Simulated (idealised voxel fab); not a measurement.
process module | voxel wiring stack
The width of the displayed cross-section, cut, is 140 nm; its cells are square, with a size of 5 nm.
Cross-section layout: square cells on a grid; listed as bands, top to bottom; a band spans one or more cell rows. A band entry consists of two parts. The first gives the height of the band's top and the height of its bottom, in nm. The rest lists the band's materials from left to right, each with its width in nm. A single material labelled with the word "edge to edge" fills the band from edge to edge, and the word "air" marks empty space. Zero point of the height axis is 0; under it, received wafer = one material. Lowest band: continues down indefinitely, "0 and below". The notation "30 to 40" denotes a width that varies across the rows of cells in the band, beginning at the first number in the top row, finishing at the second number in the bottom row, and changing by an identical amount from each row to the next. Reading "no modifications" for a step: not a cell of the cross-section changed in it. "Unvented cavities" contains a list of empty spaces, each no smaller than 8 cells and without an open way to the top, written in the form width x height at distance with the distance from the left edge and all three in nm. On each step's line, the part that comes after the settings is the simulator's own comment on the step. If you see "overlay nm" on a step's line and that step has a mask, it's telling you how far right of where it was planned the mask ended up; a negative number means it went left instead.
Steps in the process plan:
1,RECEIVE [material Si]
2,CONFORMAL_DEP [material SiO2] [thk nm 15]
3,DIRECTIONAL_DEP [material TiN] [thk nm 5]
4,DIRECTIONAL_DEP [material W] [thk nm 15]
5,PATTERN [tone cover] [mask id METAL_1] [material resist] [width nm 20] [pitch nm 40] [thk nm 20] [overlay nm 0]
6,DIRECTIONAL_ETCH [etch materials W] [depth nm 15]
7,DIRECTIONAL_ETCH [etch materials TiN] [depth nm 5]
8,STRIP [etch materials resist]
9,FILL_DEP [material SiO2] [thk nm 5]
10,CMP [height nm 35]
11,CONFORMAL_DEP [material SiCN] [thk nm 5]
12,DIRECTIONAL_DEP [material lowk] [thk nm 35]
13,MASKED_ETCH [tone open] [mask id METAL_2_HOLES] [width nm 15] [pitch nm 40] [etch materials lowk] [depth nm 35] [overlay nm 0]
14,PATTERN [tone open] [mask id METAL_2] [material resist] [width nm 20] [pitch nm 40] [thk nm 15] [overlay nm 0]
15,DIRECTIONAL_ETCH [etch materials lowk] [depth nm 20]
16,DIRECTIONAL_ETCH [etch materials SiCN] [depth nm 5]
17,STRIP [etch materials resist]
18,CONFORMAL_DEP [material TiN] [thk nm 5]
19,FILL_DEP [material Ru] [thk nm 5]
20,CMP [height nm 75]
21,CONFORMAL_DEP [material SiN] [thk nm 5]
As received (post step 1): cross-section:
- 0 and below  Si edge to edge
- Unvented cavities: none
Cross-sectional view of the first of the two wafers upon completion of the module, processed in accordance with the plan:
- 80 down to 75  SiN edge to edge
- 75 down to 60  20 nm lowk | 5 nm TiN | 10 nm Ru | 5 nm TiN | 20 nm lowk | 5 nm TiN | 10 nm Ru | 5 nm TiN | 20 nm lowk | 5 nm TiN | 10 nm Ru | 5 nm TiN | 20 nm lowk
- 60 down to 55  20 nm lowk | 5 nm TiN | 5 nm Ru | 10 nm TiN | 20 nm lowk | 5 nm TiN | 5 nm Ru | 10 nm TiN | 20 nm lowk | 5 nm TiN | 5 nm Ru | 10 nm TiN | 20 nm lowk
- 55 down to 40  20 nm lowk | 5 nm TiN | 5 nm Ru | 5 nm TiN | 25 nm lowk | 5 nm TiN | 5 nm Ru | 5 nm TiN | 25 nm lowk | 5 nm TiN | 5 nm Ru | 5 nm TiN | 25 nm lowk
- 40 down to 35  20 nm SiCN | 15 nm TiN | 25 nm SiCN | 15 nm TiN | 25 nm SiCN | 15 nm TiN | 25 nm SiCN
- 35 down to 20  20 nm SiO2 | 20 nm W | 20 nm SiO2 | 20 nm W | 20 nm SiO2 | 20 nm W | 20 nm SiO2
- 20 down to 15  20 nm SiO2 | 20 nm TiN | 20 nm SiO2 | 20 nm TiN | 20 nm SiO2 | 20 nm TiN | 20 nm SiO2
- 15 down to 0  SiO2 edge to edge
- 0 and below  Si edge to edge
- Unvented cavities: none
Second wafer cross-section at end of module - shared start and plan with the first, one mistake in the run:
- 80 down to 75  SiN edge to edge
- 75 down to 60  20 nm lowk | 5 nm TiN | 10 nm Ru | 5 nm TiN | 20 nm lowk | 5 nm TiN | 10 nm Ru | 5 nm TiN | 20 nm lowk | 5 nm TiN | 10 nm Ru | 5 nm TiN | 20 nm lowk
- 60 down to 55  20 nm lowk | 5 nm TiN | 5 nm Ru | 10 nm TiN | 20 nm lowk | 5 nm TiN | 5 nm Ru | 10 nm TiN | 20 nm lowk | 5 nm TiN | 5 nm Ru | 10 nm TiN | 20 nm lowk
- 55 down to 40  20 nm lowk | 5 nm TiN | 5 nm Ru | 5 nm TiN | 25 nm lowk | 5 nm TiN | 5 nm Ru | 5 nm TiN | 25 nm lowk | 5 nm TiN | 5 nm Ru | 5 nm TiN | 25 nm lowk
- 40 down to 35  20 nm SiCN | 15 nm TiN | 25 nm SiCN | 15 nm TiN | 25 nm SiCN | 15 nm TiN | 25 nm SiCN
- 35 down to 30  20 nm SiO2 | 20 nm TiN | 20 nm SiO2 | 20 nm TiN | 20 nm SiO2 | 20 nm TiN | 20 nm SiO2
- 30 down to 0  SiO2 edge to edge
- 0 and below  Si edge to edge
- Unvented cavities: none
Want to know what went wrong? step 2 of the plan saw execution twice
Bottom line after processing is that, in cells, the second wafer is up or down on some materials versus the first: SiO2: 36 more, W: 36 fewer
